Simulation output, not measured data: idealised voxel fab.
You're looking at the process module voxel lift off.
Xsec cut, 255 nm wide, square cell size 5 nm.
A cross-section is written here as square cells arranged in a grid, and it is given in bands from the top down, each band taking up one or more rows of cells.
For a band, the entry starts with two heights in nm, that of the top and then that of the bottom, and carries on with the band's materials in order from left to right, each alongside its width in nm; the word "edge to edge" beside a single material means it fills the band edge to edge, and "air" means empty space.
The level at which height equals 0 is the one under which the wafer, as it arrives, is entirely one material. No lower edge exists for the bottom band, which continues downward and is notated as in "z 0 and below".
So if you see something like "30..40" for the width, read it as the top row of the band sitting at the first number and the bottom row at the second, with every row in between moving by the same amount as the last.
Basically "identical to before" means that step didn't change any cell in the cross-section.
If an empty space has no open way to the top and is at least 8 cells in size, "Closed internal cavities" lists it, written width x height at distance, where distance is measured from the left edge and every value is in nm.
Heads up: the bit after the settings on a step's line is the simulator's remark on that step.
overlay nm: right-of-plan distance of the mask on a masked step; negative values mean left-of-plan.

-- Set out below are the planned steps of the process
1. RECEIVE: material Si
2. CONFORMAL_DEP: material SiO2, thk nm 15
3. PATTERN: tone open, mask id LINES, material resist, width nm 20, pitch nm 50, thk nm 20, overlay nm 0
4. DIRECTIONAL_DEP: material Ru, thk nm 10
5. STRIP: etch materials resist
6. CONFORMAL_DEP: material SiO2, thk nm 5

-- As-received state of the wafer in cross-section, equivalent to post-step 1
> z 0 and below | Si edge to edge
> Closed internal cavities: none

-- The first of the two wafers as seen in cross-section once the module was finished; processing followed the plan
> z 30 to 25 | air (35), SiO2 (30), air (20), SiO2 (30), air (20), SiO2 (30), air (20), SiO2 (30), air (40)
> z 25 to 20 | air (35), SiO2 (5), Ru (20), SiO2 (5), air (20), SiO2 (5), Ru (20), SiO2 (5), air (20), SiO2 (5), Ru (20), SiO2 (5), air (20), SiO2 (5), Ru (20), SiO2 (5), air (40)
> z 20 to 15 | SiO2 (40), Ru (20), SiO2 (30), Ru (20), SiO2 (30), Ru (20), SiO2 (30), Ru (20), SiO2 (45)
> z 15 to 0 | SiO2 edge to edge
> z 0 and below | Si edge to edge
> Closed internal cavities: none

-- Module end: cross-section of wafer two of two. Same start and process plan as the first wafer. One mistake during execution
> z 30 to 25 | SiO2 (45), air (10), SiO2 (40), air (10), SiO2 (40), air (10), SiO2 (40), air (10), SiO2 (50)
> z 25 to 20 | Ru (40), SiO2 (5), air (10), SiO2 (5), Ru (30), SiO2 (5), air (10), SiO2 (5), Ru (30), SiO2 (5), air (10), SiO2 (5), Ru (30), SiO2 (5), air (10), SiO2 (5), Ru (45)
> z 20 to 15 | Ru (40), SiO2 (20), Ru (30), SiO2 (20), Ru (30), SiO2 (20), Ru (30), SiO2 (20), Ru (45)
> z 15 to 0 | SiO2 edge to edge
> z 0 and below | Si edge to edge
> Closed internal cavities: none
Heads up, the wafer didn't run the way we planned it: off-plan run, step 3, actual operation and settings PATTERN: tone cover, mask id LINES, material resist, width nm 20, pitch nm 50, thk nm 20, overlay nm 0
at the end the second wafer has, in cells: 38 more of Ru
